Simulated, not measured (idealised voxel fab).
process module | voxel trench capacitor
Section cut is 260 nm wide and gridded with 5 nm square cells.
A cross-section in this document is a grid of square cells, and it is written down as bands, the top band listed before the ones below it; a band is made up of one or more rows of cells.
Look at the band entry: it leads with the top's height and the bottom's height in nm. Then it lists the materials left to right, with a width in nm for each. The word "all across" on a single material says that material fills the band edge to edge. The word "air" is empty space.
Where do heights start? At 0: under that level the wafer as delivered is made of one material only. And the lowest band has no floor; it just carries on downward, as in "top 0, no bottom".
A width such as "30..40" changes by the same amount from each row of cells to the next, from the band's top row to its bottom row.
"remained unchanged" for a step: no cell of the cross-section changed in that step.
Closed-off voids of 8+ cells (no open route to the top) go in "Sealed cavities", written width x height at distance from the left edge, in nm.
Step line, after settings: the simulator's comment on this step.
A step line may carry the setting "overlay nm", which, for steps involving a mask, states the distance by which the mask lay to the right of its intended position; negative values denote displacement to the left.

These are the steps we planned for the process:
1,RECEIVE with material Si
2,CONFORMAL_DEP with material SiN, thk nm 5
3,DIRECTIONAL_DEP with material aC, thk nm 15
4,PATTERN with tone open, mask id TRENCH, material resist, width nm 15, pitch nm 40, thk nm 35, overlay nm -15
5,DIRECTIONAL_ETCH with etch materials aC, depth nm 15
6,STRIP with etch materials resist
7,DIRECTIONAL_ETCH with etch materials SiN, depth nm 5
8,DIRECTIONAL_ETCH with etch materials Si, depth nm 40
9,STRIP with etch materials aC
10,CONFORMAL_DEP with material Al2O3, thk nm 5
11,FILL_DEP with material polySi, thk nm 5
12,CMP with height nm 5
Wafers differ in overlay nm at step 4; plan lists the first wafer's value; identical starting state.

First of several wafers (as received, post step 1), cross-sectional view:
  top 0, no bottom = Si all across
  Sealed cavities: none

Wafer cross-section (first of several) - module end, post step 12 (last step):
  top 5, bottom 0 = SiN=65 / Al2O3=5 / polySi=5 / Al2O3=5 / SiN=25 / Al2O3=5 / polySi=5 / Al2O3=5 / SiN=25 / Al2O3=5 / polySi=5 / Al2O3=5 / SiN=100
  top 0, bottom -35 = Si=65 / Al2O3=5 / polySi=5 / Al2O3=5 / Si=25 / Al2O3=5 / polySi=5 / Al2O3=5 / Si=25 / Al2O3=5 / polySi=5 / Al2O3=5 / Si=100
  top -35, bottom -40 = Si=65 / Al2O3=15 / Si=25 / Al2O3=15 / Si=25 / Al2O3=15 / Si=100
  top -40, no bottom = Si all across
  Sealed cavities: none

Last wafer at the end:
  top 5, bottom 0 = SiN=95 / Al2O3=5 / polySi=5 / Al2O3=5 / SiN=25 / Al2O3=5 / polySi=5 / Al2O3=5 / SiN=25 / Al2O3=5 / polySi=5 / Al2O3=5 / SiN=70
  top 0, bottom -35 = Si=95 / Al2O3=5 / polySi=5 / Al2O3=5 / Si=25 / Al2O3=5 / polySi=5 / Al2O3=5 / Si=25 / Al2O3=5 / polySi=5 / Al2O3=5 / Si=70
  top -35, bottom -40 = Si=95 / Al2O3=15 / Si=25 / Al2O3=15 / Si=25 / Al2O3=15 / Si=70
  top -40, no bottom = Si all across
  Sealed cavities: none

So in this table every wafer gets its own row, and what you see is where it stands at the end of the module: for each material, how many cells it picked up (+) or gave up (-) since we received it, and after that its closed voids:
overlay nm -15; +57 Al2O3; -72 Si; +43 SiN; +24 polySi; Sealed cavities: none
overlay nm -10; +57 Al2O3; -72 Si; +43 SiN; +24 polySi; Sealed cavities: none
overlay nm -5; +57 Al2O3; -72 Si; +43 SiN; +24 polySi; Sealed cavities: none
overlay nm 0; +57 Al2O3; -72 Si; +43 SiN; +24 polySi; Sealed cavities: none
overlay nm 5; +57 Al2O3; -72 Si; +43 SiN; +24 polySi; Sealed cavities: none
overlay nm 10; +57 Al2O3; -72 Si; +43 SiN; +24 polySi; Sealed cavities: none
overlay nm 15; +57 Al2O3; -72 Si; +43 SiN; +24 polySi; Sealed cavities: none
